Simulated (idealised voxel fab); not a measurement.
This is a process module. Its name is voxel lift off.
Cross-sectional view cut (width: 260 nm; square cell size: 5 nm).
Cross-section = grid of square cells, listed top down in bands; band = one or more rows.
Heights first: top, then bottom, in nm. Then materials, left to right, each with a width in nm. "edge to edge" on a single material: fills the band edge to edge. "air": empty space.
Zero point of the height axis is 0; under it, received wafer = one material. Lowest band: continues down indefinitely, "0 nm and below".
Width "30 to 40": first value at the band's top row of cells, second value at its bottom row, equal change from row to row.
A step reported as "stayed the same" is a step in which no cell of the cross-section changed.
Closed-off voids of 8+ cells (no open route to the top) go in "Closed empty spaces", written width x height at distance from the left edge, in nm.
Past the settings on a step's line: simulator remark, on that step.
The setting "overlay nm" may be written on the line of a step. When the step uses a mask, the value reports how far to the right of the planned place the mask lay, and a negative value reports that it lay to the left.

List of planned process steps:
1. RECEIVE [material Si]
2. CONFORMAL_DEP [material SiO2] [thk nm 15]
3. PATTERN [tone open] [mask id LINES] [material resist] [width nm 15] [pitch nm 45] [thk nm 30] [overlay nm 0]
4. DIRECTIONAL_DEP [material Ru] [thk nm 15]
5. STRIP [etch materials resist]
6. CONFORMAL_DEP [material SiN] [thk nm 5]

Cross-section of the incoming wafer, state after step 1:
  0 nm and below: Si edge to edge
  Closed empty spaces: none

First of two wafers, end-of-module section, run followed plan:
  35 nm to 30 nm: 95 nm air / 25 nm SiN / 20 nm air / 25 nm SiN / 95 nm air
  30 nm to 20 nm: 95 nm air / 5 nm SiN / 15 nm Ru / 5 nm SiN / 20 nm air / 5 nm SiN / 15 nm Ru / 5 nm SiN / 95 nm air
  20 nm to 15 nm: 100 nm SiN / 15 nm Ru / 30 nm SiN / 15 nm Ru / 100 nm SiN
  15 nm to 0 nm: SiO2 edge to edge
  0 nm and below: Si edge to edge
  Closed empty spaces: none

Wafer two, end of module, cross-section. Same start, same plan as wafer one. One mistake in the run:
  20 nm to 15 nm: 95 nm air / 25 nm SiN / 20 nm air / 25 nm SiN / 95 nm air
  15 nm to 5 nm: 95 nm air / 5 nm SiN / 15 nm Ru / 5 nm SiN / 20 nm air / 5 nm SiN / 15 nm Ru / 5 nm SiN / 95 nm air
  5 nm to 0 nm: 100 nm SiN / 15 nm Ru / 30 nm SiN / 15 nm Ru / 100 nm SiN
  0 nm and below: Si edge to edge
  Closed empty spaces: none
It is concluded that the wafer was processed incorrectly with respect to the plan, in that step 2 of the plan never got run, it was skipped over
Final wafer comparison in cells, second versus first, more or fewer per material: SiO2: 156 fewer
